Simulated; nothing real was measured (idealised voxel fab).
Process module heading - voxel self aligned contacts
Square cell edge 5 nm, section width 270 nm, ID cut.
Just so we're on the same page, the cross-sections are grids of square cells, and they're listed out in bands top to bottom, each band one or more rows deep. Heights first: top, then bottom, in nm. Then materials, left to right, each with a width in nm. "full width" on a single material: fills the band edge to edge. "empty": empty space. Height is counted from the level 0, under which the received wafer is composed throughout of one material. The lowest of the bands is not closed at the bottom but continues downward, in the notation "from 0 down". The width entry "30 to 40" should be interpreted row by row: the top row of cells in the band takes the first number, the bottom row takes the second number, and the change between adjacent rows is uniform throughout. The cross-section has no changed cell in any step marked "nothing got changed". Empty spaces counting at least 8 cells and having no open way to the top are listed in "Closed cavity list". The notation width x height at distance is used for each, the distance being from the left edge and all three values in nm. On a step's line, text after the settings is the simulator commenting on that step. "overlay nm" denotes, for a step that has a mask, the displacement of the mask to the right of its planned place, with negative values corresponding to the left.
-- Listed below are the process steps as planned
1: RECEIVE (material Si)
2: OXIDIZE (depth nm 5)
3: DIRECTIONAL_DEP (material polySi; thk nm 30)
4: DIRECTIONAL_DEP (material SiN; thk nm 20)
5: DIRECTIONAL_DEP (material aC; thk nm 15)
6: PATTERN (tone cover; mask id GATE; material resist; width nm 15; pitch nm 55; thk nm 30; overlay nm 0)
7: DIRECTIONAL_ETCH (etch materials aC; depth nm 15)
8: STRIP (etch materials resist)
9: DIRECTIONAL_ETCH (etch materials SiN; depth nm 20)
10: DIRECTIONAL_ETCH (etch materials polySi; depth nm 30)
11: STRIP (etch materials aC)
12: CONFORMAL_DEP (material SiN; thk nm 5)
13: DIRECTIONAL_ETCH (etch materials SiN; depth nm 5)
14: FILL_DEP (material SiO2; thk nm 15)
15: CMP (height nm 60)
16: MASKED_ETCH (tone open; mask id CONTACT; width nm 40; etch materials SiO2; depth nm 65; overlay nm 0)
17: CONFORMAL_DEP (material TiN; thk nm 5)
18: FILL_DEP (material W; thk nm 5)
19: CMP (height nm 60)
20: CONFORMAL_DEP (material SiCN; thk nm 5)
The wafers are alike at the start. At step 6, their width nm differs. The plan lists the first wafer's value.
-- As received, i.e. after step 1: cross-section through the first of several wafers
  from 0 down | Si full width
  Closed cavity list: none
-- Tabulated below, wafer by wafer, are the end-of-module results: for each material, the number of cells gained (+) or lost (-) relative to the as-received state, followed by the closed voids
width nm 15 | -54 Si | +54 SiCN | +64 SiN | +520 SiO2 | +32 TiN | +50 W | +36 polySi | Closed cavity list: none
width nm 20 | -54 Si | +54 SiCN | +72 SiN | +511 SiO2 | +32 TiN | +39 W | +48 polySi | Closed cavity list: none
width nm 25 | -54 Si | +54 SiCN | +80 SiN | +502 SiO2 | +32 TiN | +28 W | +60 polySi | Closed cavity list: none
width nm 30 | -54 Si | +54 SiCN | +88 SiN | +493 SiO2 | +32 TiN | +17 W | +72 polySi | Closed cavity list: none
width nm 35 | -54 Si | +54 SiCN | +96 SiN | +484 SiO2 | +32 TiN | +6 W | +84 polySi | Closed cavity list: none
width nm 40 | -54 Si | +54 SiCN | +104 SiN | +475 SiO2 | +21 TiN | +6 W | +96 polySi | Closed cavity list: none
